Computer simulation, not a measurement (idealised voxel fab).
The following is a process module called voxel self aligned contacts.
Cross-section cut: width 230 nm, square cells of 5 nm.
Think of the cross-section as a grid of square cells. We describe it in bands, top to bottom, and each band covers one or more rows of those cells. Heights first: top, then bottom, in nm. Then materials, left to right, each with a width in nm. "edge to edge" on a single material: fills the band edge to edge. "blank": empty space. Ref level 0: as-received wafer is one material below here. Bottom band extends down with no lower bound ("top 0, no bottom"). With a width like "30 to 40", each row of cells in the band differs from the next by the same amount, the top row carrying the first number and the bottom row the second. Reading "no alterations made" for a step: not a cell of the cross-section changed in it. Heads up: "Voids, enclosed" only lists the empty pockets with no open path to the top that are 8 cells or more, and it writes them as width x height at distance, distance from the left edge, in nm. If you see something after the settings on a step's line, that's the simulator's own remark about that step. overlay nm: mask offset rightward from planned place, masked step; negative means leftward offset.

This section lists the process steps that were planned:
step 1: RECEIVE,material Si
step 2: CONFORMAL_DEP,material SiO2,thk nm 5
step 3: DIRECTIONAL_DEP,material polySi,thk nm 20
step 4: DIRECTIONAL_DEP,material SiN,thk nm 15
step 5: DIRECTIONAL_DEP,material aC,thk nm 15
step 6: PATTERN,tone cover,mask id GATE,material resist,width nm 20,pitch nm 55,thk nm 30,overlay nm 0
step 7: DIRECTIONAL_ETCH,etch materials aC,depth nm 15
step 8: STRIP,etch materials resist
step 9: DIRECTIONAL_ETCH,etch materials SiN,depth nm 15
step 10: DIRECTIONAL_ETCH,etch materials polySi,depth nm 20
step 11: STRIP,etch materials aC
step 12: CONFORMAL_DEP,material SiN,thk nm 5
step 13: DIRECTIONAL_ETCH,etch materials SiN,depth nm 5
step 14: FILL_DEP,material SiO2,thk nm 15
step 15: CMP,height nm 50
step 16: DIRECTIONAL_DEP,material aC,thk nm 15
step 17: PATTERN,tone open,mask id CONTACT,material resist,width nm 35,pitch nm 55,thk nm 35,overlay nm 0
step 18: DIRECTIONAL_ETCH,etch materials aC,depth nm 15
step 19: STRIP,etch materials resist
step 20: DIRECTIONAL_ETCH,etch materials SiO2,depth nm 50
step 21: STRIP,etch materials aC
step 22: CONFORMAL_DEP,material TiN,thk nm 5
step 23: FILL_DEP,material Ru,thk nm 5
step 24: CMP,height nm 50
step 25: CONFORMAL_DEP,material SiCN,thk nm 5
Among the wafers covered here, the point of difference is the width nm at step 6; their starting state is shared, and the plan presents the value of the first wafer.

Here's the first of the wafers in cross-section, just as we got it, i.e. after step 1:
	top 0, no bottom = Si edge to edge
	Voids, enclosed: none

So in this table every wafer gets its own row, and what you see is where it stands at the end of the module: for each material, how many cells it picked up (+) or gave up (-) since we received it, and after that its closed voids:
width nm 20, +58 Ru, +46 SiCN, +78 SiN, +226 SiO2, +50 TiN, +48 polySi, Voids, enclosed: none
width nm 25, +42 Ru, +46 SiCN, +87 SiN, +221 SiO2, +50 TiN, +60 polySi, Voids, enclosed: none
width nm 30, +26 Ru, +46 SiCN, +96 SiN, +216 SiO2, +50 TiN, +72 polySi, Voids, enclosed: none
width nm 35, +10 Ru, +46 SiCN, +105 SiN, +211 SiO2, +50 TiN, +84 polySi, Voids, enclosed: none
width nm 40, +10 Ru, +46 SiCN, +114 SiN, +206 SiO2, +34 TiN, +96 polySi, Voids, enclosed: none
